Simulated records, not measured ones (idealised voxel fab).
The name of this process module is voxel wiring stack.
Displayed cross-section: cut, width of 290 nm, square cells sized 5 nm.
Reading order for cross-sections: top band down to bottom band. Underlying form: a grid of square cells. Band size: one or more rows of cells.
Per band: top height and bottom height in nm, followed by the left-to-right materials and their widths in nm; "edge to edge" marks a single material spanning edge to edge, "blank" marks empty space.
Note: height 0 marks the level under which the wafer is uniformly one material as received. Lowest band unbounded below, written "top 0, no bottom".
A width such as "30..40" changes by the same amount from each row of cells to the next, from the band's top row to its bottom row.
"no change" -> step changed no cross-section cell.
Entry "Closed void list". Content: empty spaces with no open connection to the top, size 8 cells or greater. Each: width x height at distance. Distance: from left edge. Unit: nm.
That trailing text on a step's line, after the settings, is the simulator's own remark on the step.
The setting "overlay nm" may be written on the line of a step. When the step uses a mask, the value reports how far to the right of the planned place the mask lay, and a negative value reports that it lay to the left.

### Intended process steps
1) RECEIVE, material Si
2) CONFORMAL_DEP, material SiO2, thk nm 15
3) DIRECTIONAL_DEP, material TiN, thk nm 5
4) DIRECTIONAL_DEP, material Ru, thk nm 25
5) PATTERN, tone cover, mask id METAL_1, material resist, width nm 30, pitch nm 50, thk nm 20, overlay nm 0
6) DIRECTIONAL_ETCH, etch materials Ru, depth nm 25
7) DIRECTIONAL_ETCH, etch materials TiN, depth nm 5
8) STRIP, etch materials resist
9) FILL_DEP, material lowk, thk nm 10
10) CMP, height nm 45
11) CONFORMAL_DEP, material SiCN, thk nm 5
12) DIRECTIONAL_DEP, material lowk, thk nm 20
13) MASKED_ETCH, tone open, mask id PLUG_1, width nm 15, pitch nm 50, etch materials lowk, depth nm 20, overlay nm 0
14) MASKED_ETCH, tone open, mask id PLUG_1, width nm 15, pitch nm 50, etch materials SiCN, depth nm 5, overlay nm 0
15) CONFORMAL_DEP, material TiN, thk nm 5
16) FILL_DEP, material Cu, thk nm 5
17) CMP, height nm 70
18) DIRECTIONAL_DEP, material TiN, thk nm 5
19) DIRECTIONAL_DEP, material Ru, thk nm 15
20) DIRECTIONAL_DEP, material aC, thk nm 15
21) PATTERN, tone cover, mask id METAL_2, material resist, width nm 30, pitch nm 50, thk nm 30, overlay nm 0
22) DIRECTIONAL_ETCH, etch materials aC, depth nm 15
23) STRIP, etch materials resist
24) DIRECTIONAL_ETCH, etch materials Ru, depth nm 15
25) DIRECTIONAL_ETCH, etch materials TiN, depth nm 5
26) STRIP, etch materials aC
27) CONFORMAL_DEP, material SiCN, thk nm 5
28) FILL_DEP, material lowk, thk nm 10
29) CMP, height nm 90
30) CONFORMAL_DEP, material SiN, thk nm 5

### Cross-section: wafer on arrival = after step 1
  top 0, no bottom | Si edge to edge
  Closed void list: none

### First of two wafers, end-of-module section, run followed plan
  top 95, bottom 90 | SiN edge to edge
  top 90, bottom 75 | 100 nm lowk / 5 nm SiCN / 30 nm Ru / 5 nm SiCN / 10 nm lowk / 5 nm SiCN / 30 nm Ru / 5 nm SiCN / 100 nm lowk
  top 75, bottom 70 | 105 nm SiCN / 30 nm TiN / 20 nm SiCN / 30 nm TiN / 105 nm SiCN
  top 70, bottom 50 | 105 nm lowk / 5 nm TiN / 5 nm Cu / 5 nm TiN / 35 nm lowk / 5 nm TiN / 5 nm Cu / 5 nm TiN / 120 nm lowk
  top 50, bottom 45 | 105 nm SiCN / 15 nm TiN / 35 nm SiCN / 15 nm TiN / 120 nm SiCN
  top 45, bottom 20 | 105 nm lowk / 30 nm Ru / 20 nm lowk / 30 nm Ru / 105 nm lowk
  top 20, bottom 15 | 105 nm lowk / 30 nm TiN / 20 nm lowk / 30 nm TiN / 105 nm lowk
  top 15, bottom 0 | SiO2 edge to edge
  top 0, no bottom | Si edge to edge
  Closed void list: none

### What the second wafer looks like in cross-section once the module is done. Its start and its plan matched the first wafer's exactly; what differed was one mistake in how it was run
  top 95, bottom 90 | SiN edge to edge
  top 90, bottom 75 | 100 nm lowk / 5 nm SiCN / 30 nm Ru / 5 nm SiCN / 10 nm lowk / 5 nm SiCN / 30 nm Ru / 5 nm SiCN / 100 nm lowk
  top 75, bottom 65 | 105 nm SiCN / 30..15 nm TiN / 20..35 nm SiCN / 30..15 nm TiN / 105..120 nm SiCN
  top 65, bottom 45 | lowk edge to edge
  top 45, bottom 20 | 105 nm lowk / 30 nm Ru / 20 nm lowk / 30 nm Ru / 105 nm lowk
  top 20, bottom 15 | 105 nm lowk / 30 nm TiN / 20 nm lowk / 30 nm TiN / 105 nm lowk
  top 15, bottom 0 | SiO2 edge to edge
  top 0, no bottom | Si edge to edge
  Closed void list: none
Diagnosis: deviation from plan: step 12 and step 11 executed in one another's positions
Final difference in cells, second wafer against first, listed per material as more or fewer: Cu: 8 fewer; TiN: 16 fewer; lowk: 24 more
